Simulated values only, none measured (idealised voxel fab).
process module | voxel plated lines
cross-section cut | 240 nm wide | cells 5 nm
A cross-section is a grid of square cells, given in bands from the top down. A band is one or more rows of cells.
Each band's line starts with the height of the band's top and of its bottom, in nm. Then come its materials from left to right, each with its width in nm. One material with "throughout" fills the band from edge to edge. "air" is empty space.
Height 0 is the level under which the wafer as received is all one material. The lowest band goes on downwards, as in "0 down".
A width such as "30 to 40" changes by the same amount from each row of cells to the next, from the band's top row to its bottom row.
"no change" after a step means that no cell of the cross-section changed.
closed voids: empty space of 8 cells or more with no open way to the top, each as width x height at its distance from the left edge, in nm
after a step's settings: what the simulator itself notes on the step
overlay nm, on a step with a mask: how far to the right of its planned place the mask lay; to the left if negative
plan
1 op RECEIVE | material Si
2 op CONFORMAL_DEP | material SiN | thk nm 15
3 op DIRECTIONAL_DEP | material TiN | thk nm 5
4 op PATTERN | tone open | mask id LINES | material resist | width nm 20 | pitch nm 50 | thk nm 35 | overlay nm 0
5 op EPI | material Ru | thk nm 5
6 op EPI | material Ru | thk nm 5
7 op EPI | material Ru | thk nm 10
8 op STRIP | etch materials resist
9 op DIRECTIONAL_ETCH | etch materials TiN | depth nm 5
10 op CONFORMAL_DEP | material SiN | thk nm 10
as received, after step 1
  0 down: Si throughout
  closed voids: none
a wafer at the end: this start, this plan, one mistake
  65 to 55: air 50 | SiN 40 | air 10 | SiN 40 | air 10 | SiN 40 | air 50
  55 to 40: air 50 | SiN 10 | Ru 20 | SiN 10 | air 10 | SiN 10 | Ru 20 | SiN 10 | air 10 | SiN 10 | Ru 20 | SiN 10 | air 50
  40 to 35: SiN 60 | Ru 20 | SiN 30 | Ru 20 | SiN 30 | Ru 20 | SiN 60
  35 to 30: SiN 60 | TiN 20 | SiN 30 | TiN 20 | SiN 30 | TiN 20 | SiN 60
  30 to 0: SiN throughout
  0 down: Si throughout
  closed voids: none
what went wrong: step 2 was run twice
